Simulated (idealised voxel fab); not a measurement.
Documented hereafter: the process module known as voxel spacer lines.
In the cross-section labelled cut, the width is 285 nm and each square cell is 5 nm.
For the purposes of this document, a cross-section shall be understood as a grid of square cells, specified as bands listed in top-to-bottom order, each band consisting of one or more rows of cells. The entry gives the band's vertical extent as a top height and a bottom height in nm, then its horizontal make-up as materials from left to right, each with a width in nm. "empty" stands for empty space; a single material marked "all across" fills the band edge to edge. Beneath 0, the wafer as received is one material, and that level is where height counting begins. The lowest band goes on downward without a bottom; it is written like "z 0 and below". It should be noted that a width expressed as "30 to 40" varies in equal increments from row to row of cells within the band, taking the value of the first number at the top row and that of the second number at the bottom row. "nothing different" for a step: no cell of the cross-section changed in that step. Voids not open to the top, 8 cells minimum: see "Sealed internal voids". Written width x height at distance; distance is from the left edge; nm. Note: text after step settings on the step line = simulator remark on that step. On any step carrying a mask, the "overlay nm" setting, if present on the step's line, tells how far right of its planned place the mask lay; negative values point to the left.

## Steps in the process plan
1) RECEIVE with material Si
2) CONFORMAL_DEP with material Al2O3, thk nm 10
3) DIRECTIONAL_DEP with material W, thk nm 10
4) DIRECTIONAL_DEP with material polySi, thk nm 30
5) PATTERN with tone cover, mask id MANDREL, material resist, width nm 20, pitch nm 60, thk nm 40, overlay nm 0
6) DIRECTIONAL_ETCH with etch materials polySi, depth nm 30
7) STRIP with etch materials resist
8) CONFORMAL_DEP with material SiO2, thk nm 10
9) DIRECTIONAL_ETCH with etch materials SiO2, depth nm 10
10) STRIP with etch materials polySi
11) DIRECTIONAL_ETCH with etch materials W, depth nm 10
12) STRIP with etch materials SiO2

## Wafer, first of two, run as planned

## Here's what the wafer looked like in cross-section when it arrived - that's after step 1
> z 0 and below | Si all across
> Sealed internal voids: none

## After step 2, in cross-section
> z 10 to 0 | Al2O3 all across
> Lower than 0, everything is as it was.

## After step 3, in cross-section
> z 20 to 10 | W all across
> Lower than 10, everything is as it was.

## After step 4, in cross-section
> z 50 to 20 | polySi all across
> Lower than 20, everything is as it was.

## After step 5, in cross-section
> z 90 to 50 | 100 nm empty, then 20 nm resist, then 40 nm empty, then 20 nm resist, then 105 nm empty
> Lower than 50, everything is as it was.

## After step 6, in cross-section
> z 90 to 50 | 100 nm empty, then 20 nm resist, then 40 nm empty, then 20 nm resist, then 105 nm empty
> z 50 to 20 | 100 nm empty, then 20 nm polySi, then 40 nm empty, then 20 nm polySi, then 105 nm empty
> Lower than 20, everything is as it was.

## After step 7, in cross-section
> z 50 to 20 | 100 nm empty, then 20 nm polySi, then 40 nm empty, then 20 nm polySi, then 105 nm empty
> Lower than 20, everything is as it was.

## After step 8, in cross-section
> z 60 to 50 | 90 nm empty, then 40 nm SiO2, then 20 nm empty, then 40 nm SiO2, then 95 nm empty
> z 50 to 30 | 90 nm empty, then 10 nm SiO2, then 20 nm polySi, then 10 nm SiO2, then 20 nm empty, then 10 nm SiO2, then 20 nm polySi, then 10 nm SiO2, then 95 nm empty
> z 30 to 20 | 100 nm SiO2, then 20 nm polySi, then 40 nm SiO2, then 20 nm polySi, then 105 nm SiO2
> Lower than 20, everything is as it was.

## After step 9, in cross-section
> z 50 to 20 | 90 nm empty, then 10 nm SiO2, then 20 nm polySi, then 10 nm SiO2, then 20 nm empty, then 10 nm SiO2, then 20 nm polySi, then 10 nm SiO2, then 95 nm empty
> Lower than 20, everything is as it was.

## After step 10, in cross-section
> z 50 to 20 | 90 nm empty, then 10 nm SiO2, then 20 nm empty, then 10 nm SiO2, then 20 nm empty, then 10 nm SiO2, then 20 nm empty, then 10 nm SiO2, then 95 nm empty
> Lower than 20, everything is as it was.

## After step 11, in cross-section
> z 50 to 20 | 90 nm empty, then 10 nm SiO2, then 20 nm empty, then 10 nm SiO2, then 20 nm empty, then 10 nm SiO2, then 20 nm empty, then 10 nm SiO2, then 95 nm empty
> z 20 to 10 | 90 nm empty, then 10 nm W, then 20 nm empty, then 10 nm W, then 20 nm empty, then 10 nm W, then 20 nm empty, then 10 nm W, then 95 nm empty
> Lower than 10, everything is as it was.

## After step 12, in cross-section
> z 20 to 10 | 90 nm empty, then 10 nm W, then 20 nm empty, then 10 nm W, then 20 nm empty, then 10 nm W, then 20 nm empty, then 10 nm W, then 95 nm empty
> Lower than 10, everything is as it was.

## Second wafer, same starting state and plan as the first, one mistake in the run, identical through step 2

## Second wafer, cross-section, planned end of step 3
> z 40 to 10 | polySi all across
> Lower than 10, everything is as it was.

## Second wafer, cross-section, planned end of step 4
> z 50 to 40 | W all across
> Lower than 40, everything is as it was.

## Second wafer, cross-section, planned end of step 5
> z 90 to 50 | 100 nm empty, then 20 nm resist, then 40 nm empty, then 20 nm resist, then 105 nm empty
> Lower than 50, everything is as it was.

Second wafer, cross-section, planned end of step 6: nothing different

## Second wafer, cross-section, planned end of step 7
> z 50 to 40 | W all across
> Lower than 40, everything is as it was.

## Second wafer, cross-section, planned end of step 8
> z 60 to 50 | SiO2 all across
> Lower than 50, everything is as it was.

## Second wafer, cross-section, planned end of step 9
> z 50 to 40 | W all across
> Lower than 40, everything is as it was.

Second wafer, cross-section, planned end of step 10: nothing different

## Second wafer, cross-section, planned end of step 11
> z 40 to 10 | polySi all across
> Lower than 10, everything is as it was.

Second wafer, cross-section, planned end of step 12: nothing different
Diagnosis: it was found that steps 3 and 4 of the process plan had been performed in exchanged positions
Final wafer comparison in cells, second versus first, more or fewer per material: W -16, polySi +342
